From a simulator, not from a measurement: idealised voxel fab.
Proc. module: voxel self aligned contacts
Cross-sectional view cut (width: 280 nm; square cell size: 5 nm).
Cross-section layout: square cells on a grid; listed as bands, top to bottom; a band spans one or more cell rows.
Band entry format. Leading values: height of top, height of bottom, nm. Remainder: materials in left-to-right order, each with its width in nm. Special words: "everywhere" on a single material, which then fills the band edge to edge; "air", empty space.
Note: height 0 marks the level under which the wafer is uniformly one material as received. Lowest band unbounded below, written "0..down".
Think of "30 to 40" as a width that walks from the first number to the second as you go down the band, top row to bottom row, taking equal-sized steps from row to row.
The cross-section has no changed cell in any step marked "left unchanged".
"Voids, fully enclosed" contains a list of empty spaces, each no smaller than 8 cells and without an open way to the top, written in the form width x height at distance with the distance from the left edge and all three in nm.
Read whatever lies past the settings on a step's line as the simulator's own remark about the step.
When a step includes a mask, the "overlay nm" setting on its line states how far to the right of its planned place that mask lay, and negative values state how far to the left.

Steps planned for the process
1: op RECEIVE | material Si
2: op CONFORMAL_DEP | material SiO2 | thk nm 5
3: op DIRECTIONAL_DEP | material polySi | thk nm 20
4: op DIRECTIONAL_DEP | material SiN | thk nm 20
5: op MASKED_ETCH | tone cover | mask id GATE | width nm 30 | pitch nm 65 | etch materials SiN | depth nm 20 | overlay nm 0
6: op MASKED_ETCH | tone cover | mask id GATE | width nm 30 | pitch nm 65 | etch materials polySi | depth nm 20 | overlay nm 0
7: op CONFORMAL_DEP | material SiN | thk nm 10
8: op DIRECTIONAL_ETCH | etch materials SiN | depth nm 10
9: op FILL_DEP | material SiO2 | thk nm 15
10: op CMP | height nm 50
11: op PATTERN | tone open | mask id CONTACT | material resist | width nm 45 | pitch nm 65 | thk nm 15 | overlay nm 0
12: op DIRECTIONAL_ETCH | etch materials SiO2 | depth nm 50
13: op STRIP | etch materials resist
14: op CONFORMAL_DEP | material TiN | thk nm 5
15: op FILL_DEP | material Ru | thk nm 10
16: op CMP | height nm 50
17: op CONFORMAL_DEP | material SiN | thk nm 5

First of two wafers, processed according to plan

Cross-sectional view of the wafer in its as-received condition, corresponding to the state after step 1
- 0..down | Si everywhere
- Voids, fully enclosed: none

The wafer in cross-section once step 2 is complete
- 5..0 | SiO2 everywhere
- Rest of section, below 0: as before.

The wafer in cross-section once step 3 is complete
- 25..5 | polySi everywhere
- Rest of section, below 5: as before.

The wafer in cross-section once step 4 is complete
- 45..25 | SiN everywhere
- Rest of section, below 25: as before.

The wafer in cross-section once step 5 is complete
- 45..25 | air 60 nm / SiN 30 nm / air 35 nm / SiN 30 nm / air 35 nm / SiN 30 nm / air 60 nm
- Rest of section, below 25: as before.

The wafer in cross-section once step 6 is complete
- 45..25 | air 60 nm / SiN 30 nm / air 35 nm / SiN 30 nm / air 35 nm / SiN 30 nm / air 60 nm
- 25..5 | air 60 nm / polySi 30 nm / air 35 nm / polySi 30 nm / air 35 nm / polySi 30 nm / air 60 nm
- Rest of section, below 5: as before.

The wafer in cross-section once step 7 is complete
- 55..25 | air 50 nm / SiN 50 nm / air 15 nm / SiN 50 nm / air 15 nm / SiN 50 nm / air 50 nm
- 25..15 | air 50 nm / SiN 10 nm / polySi 30 nm / SiN 10 nm / air 15 nm / SiN 10 nm / polySi 30 nm / SiN 10 nm / air 15 nm / SiN 10 nm / polySi 30 nm / SiN 10 nm / air 50 nm
- 15..5 | SiN 60 nm / polySi 30 nm / SiN 35 nm / polySi 30 nm / SiN 35 nm / polySi 30 nm / SiN 60 nm
- Rest of section, below 5: as before.

The wafer in cross-section once step 8 is complete
- 45..25 | air 50 nm / SiN 50 nm / air 15 nm / SiN 50 nm / air 15 nm / SiN 50 nm / air 50 nm
- 25..5 | air 50 nm / SiN 10 nm / polySi 30 nm / SiN 10 nm / air 15 nm / SiN 10 nm / polySi 30 nm / SiN 10 nm / air 15 nm / SiN 10 nm / polySi 30 nm / SiN 10 nm / air 50 nm
- Rest of section, below 5: as before.

The wafer in cross-section once step 9 is complete
- 60..45 | SiO2 everywhere
- 45..25 | SiO2 50 nm / SiN 50 nm / SiO2 15 nm / SiN 50 nm / SiO2 15 nm / SiN 50 nm / SiO2 50 nm
- 25..5 | SiO2 50 nm / SiN 10 nm / polySi 30 nm / SiN 10 nm / SiO2 15 nm / SiN 10 nm / polySi 30 nm / SiN 10 nm / SiO2 15 nm / SiN 10 nm / polySi 30 nm / SiN 10 nm / SiO2 50 nm
- Rest of section, below 5: as before.

The wafer in cross-section once step 10 is complete
- 50..45 | SiO2 everywhere
- Rest of section, below 45: as before.

The wafer in cross-section once step 11 is complete
- 65..50 | resist 85 nm / air 45 nm / resist 20 nm / air 45 nm / resist 85 nm
- Rest of section, below 50: as before.

The wafer in cross-section once step 12 is complete
- 65..50 | resist 85 nm / air 45 nm / resist 20 nm / air 45 nm / resist 85 nm
- 50..45 | SiO2 85 nm / air 45 nm / SiO2 20 nm / air 45 nm / SiO2 85 nm
- 45..25 | SiO2 50 nm / SiN 50 nm / air 15 nm / SiN 50 nm / air 15 nm / SiN 50 nm / SiO2 50 nm
- 25..5 | SiO2 50 nm / SiN 10 nm / polySi 30 nm / SiN 10 nm / air 15 nm / SiN 10 nm / polySi 30 nm / SiN 10 nm / air 15 nm / SiN 10 nm / polySi 30 nm / SiN 10 nm / SiO2 50 nm
- 5..0 | SiO2 100 nm / air 15 nm / SiO2 50 nm / air 15 nm / SiO2 100 nm
- Rest of section, below 0: as before.

The wafer in cross-section once step 13 is complete
- 50..45 | SiO2 85 nm / air 45 nm / SiO2 20 nm / air 45 nm / SiO2 85 nm
- Rest of section, below 45: as before.

The wafer in cross-section once step 14 is complete
- 55..50 | TiN 90 nm / air 35 nm / TiN 30 nm / air 35 nm / TiN 90 nm
- 50..45 | SiO2 85 nm / TiN 20 nm / air 5 nm / TiN 20 nm / SiO2 20 nm / TiN 20 nm / air 5 nm / TiN 20 nm / SiO2 85 nm
- 45..25 | SiO2 50 nm / SiN 50 nm / TiN 5 nm / air 5 nm / TiN 5 nm / SiN 50 nm / TiN 5 nm / air 5 nm / TiN 5 nm / SiN 50 nm / SiO2 50 nm
- 25..5 | SiO2 50 nm / SiN 10 nm / polySi 30 nm / SiN 10 nm / TiN 5 nm / air 5 nm / TiN 5 nm / SiN 10 nm / polySi 30 nm / SiN 10 nm / TiN 5 nm / air 5 nm / TiN 5 nm / SiN 10 nm / polySi 30 nm / SiN 10 nm / SiO2 50 nm
- 5..0 | SiO2 100 nm / TiN 15 nm / SiO2 50 nm / TiN 15 nm / SiO2 100 nm
- Rest of section, below 0: as before.

The wafer in cross-section once step 15 is complete
- 65..55 | Ru everywhere
- 55..50 | TiN 90 nm / Ru 35 nm / TiN 30 nm / Ru 35 nm / TiN 90 nm
- 50..45 | SiO2 85 nm / TiN 20 nm / Ru 5 nm / TiN 20 nm / SiO2 20 nm / TiN 20 nm / Ru 5 nm / TiN 20 nm / SiO2 85 nm
- 45..25 | SiO2 50 nm / SiN 50 nm / TiN 5 nm / Ru 5 nm / TiN 5 nm / SiN 50 nm / TiN 5 nm / Ru 5 nm / TiN 5 nm / SiN 50 nm / SiO2 50 nm
- 25..5 | SiO2 50 nm / SiN 10 nm / polySi 30 nm / SiN 10 nm / TiN 5 nm / Ru 5 nm / TiN 5 nm / SiN 10 nm / polySi 30 nm / SiN 10 nm / TiN 5 nm / Ru 5 nm / TiN 5 nm / SiN 10 nm / polySi 30 nm / SiN 10 nm / SiO2 50 nm
- Rest of section, below 5: as before.

The wafer in cross-section once step 16 is complete
- 50..45 | SiO2 85 nm / TiN 20 nm / Ru 5 nm / TiN 20 nm / SiO2 20 nm / TiN 20 nm / Ru 5 nm / TiN 20 nm / SiO2 85 nm
- Rest of section, below 45: as before.

The wafer in cross-section once step 17 is complete
- 55..50 | SiN everywhere
- Rest of section, below 50: as before.

Second Wafer (Identical Start and Plan, One Processing Error; Matches First Wafer Through Step 6)

Cross-section of the second wafer corresponding to the planned conclusion of step 7
- 35..25 | air 60 nm / SiN 30 nm / air 35 nm / SiN 30 nm / air 35 nm / SiN 30 nm / air 60 nm
- Rest of section, below 25: as before.

Cross-section of the second wafer corresponding to the planned conclusion of step 8
- 45..25 | air 50 nm / SiN 50 nm / air 15 nm / SiN 50 nm / air 15 nm / SiN 50 nm / air 50 nm
- 25..15 | air 50 nm / SiN 10 nm / polySi 30 nm / SiN 10 nm / air 15 nm / SiN 10 nm / polySi 30 nm / SiN 10 nm / air 15 nm / SiN 10 nm / polySi 30 nm / SiN 10 nm / air 50 nm
- 15..5 | SiN 60 nm / polySi 30 nm / SiN 35 nm / polySi 30 nm / SiN 35 nm / polySi 30 nm / SiN 60 nm
- Rest of section, below 5: as before.

Cross-section of the second wafer corresponding to the planned conclusion of step 9
- 60..45 | SiO2 everywhere
- 45..25 | SiO2 50 nm / SiN 50 nm / SiO2 15 nm / SiN 50 nm / SiO2 15 nm / SiN 50 nm / SiO2 50 nm
- 25..15 | SiO2 50 nm / SiN 10 nm / polySi 30 nm / SiN 10 nm / SiO2 15 nm / SiN 10 nm / polySi 30 nm / SiN 10 nm / SiO2 15 nm / SiN 10 nm / polySi 30 nm / SiN 10 nm / SiO2 50 nm
- Rest of section, below 15: as before.

Cross-section of the second wafer corresponding to the planned conclusion of step 10
- 50..45 | SiO2 everywhere
- Rest of section, below 45: as before.

Cross-section of the second wafer corresponding to the planned conclusion of step 11
- 65..50 | resist 85 nm / air 45 nm / resist 20 nm / air 45 nm / resist 85 nm
- Rest of section, below 50: as before.

Cross-section of the second wafer corresponding to the planned conclusion of step 12
- 65..50 | resist 85 nm / air 45 nm / resist 20 nm / air 45 nm / resist 85 nm
- 50..45 | SiO2 85 nm / air 45 nm / SiO2 20 nm / air 45 nm / SiO2 85 nm
- 45..25 | SiO2 50 nm / SiN 50 nm / air 15 nm / SiN 50 nm / air 15 nm / SiN 50 nm / SiO2 50 nm
- 25..15 | SiO2 50 nm / SiN 10 nm / polySi 30 nm / SiN 10 nm / air 15 nm / SiN 10 nm / polySi 30 nm / SiN 10 nm / air 15 nm / SiN 10 nm / polySi 30 nm / SiN 10 nm / SiO2 50 nm
- Rest of section, below 15: as before.

Cross-section of the second wafer corresponding to the planned conclusion of step 13
- 50..45 | SiO2 85 nm / air 45 nm / SiO2 20 nm / air 45 nm / SiO2 85 nm
- Rest of section, below 45: as before.

Cross-section of the second wafer corresponding to the planned conclusion of step 14
- 55..50 | TiN 90 nm / air 35 nm / TiN 30 nm / air 35 nm / TiN 90 nm
- 50..45 | SiO2 85 nm / TiN 20 nm / air 5 nm / TiN 20 nm / SiO2 20 nm / TiN 20 nm / air 5 nm / TiN 20 nm / SiO2 85 nm
- 45..25 | SiO2 50 nm / SiN 50 nm / TiN 5 nm / air 5 nm / TiN 5 nm / SiN 50 nm / TiN 5 nm / air 5 nm / TiN 5 nm / SiN 50 nm / SiO2 50 nm
- 25..20 | SiO2 50 nm / SiN 10 nm / polySi 30 nm / SiN 10 nm / TiN 5 nm / air 5 nm / TiN 5 nm / SiN 10 nm / polySi 30 nm / SiN 10 nm / TiN 5 nm / air 5 nm / TiN 5 nm / SiN 10 nm / polySi 30 nm / SiN 10 nm / SiO2 50 nm
- 20..15 | SiO2 50 nm / SiN 10 nm / polySi 30 nm / SiN 10 nm / TiN 15 nm / SiN 10 nm / polySi 30 nm / SiN 10 nm / TiN 15 nm / SiN 10 nm / polySi 30 nm / SiN 10 nm / SiO2 50 nm
- Rest of section, below 15: as before.

Cross-section of the second wafer corresponding to the planned conclusion of step 15
- 65..55 | Ru everywhere
- 55..50 | TiN 90 nm / Ru 35 nm / TiN 30 nm / Ru 35 nm / TiN 90 nm
- 50..45 | SiO2 85 nm / TiN 20 nm / Ru 5 nm / TiN 20 nm / SiO2 20 nm / TiN 20 nm / Ru 5 nm / TiN 20 nm / SiO2 85 nm
- 45..25 | SiO2 50 nm / SiN 50 nm / TiN 5 nm / Ru 5 nm / TiN 5 nm / SiN 50 nm / TiN 5 nm / Ru 5 nm / TiN 5 nm / SiN 50 nm / SiO2 50 nm
- 25..20 | SiO2 50 nm / SiN 10 nm / polySi 30 nm / SiN 10 nm / TiN 5 nm / Ru 5 nm / TiN 5 nm / SiN 10 nm / polySi 30 nm / SiN 10 nm / TiN 5 nm / Ru 5 nm / TiN 5 nm / SiN 10 nm / polySi 30 nm / SiN 10 nm / SiO2 50 nm
- Rest of section, below 20: as before.

Cross-section of the second wafer corresponding to the planned conclusion of step 16
- 50..45 | SiO2 85 nm / TiN 20 nm / Ru 5 nm / TiN 20 nm / SiO2 20 nm / TiN 20 nm / Ru 5 nm / TiN 20 nm / SiO2 85 nm
- Rest of section, below 45: as before.

Cross-section of the second wafer corresponding to the planned conclusion of step 17
- 55..50 | SiN everywhere
- Rest of section, below 50: as before.
Processing error: deviation from plan: step 8 and step 7 executed in one another's positions
The final cell counts differ between the wafers, with the second having more or fewer of some materials than the first: -6 Ru; +52 SiN; -34 SiO2; -12 TiN
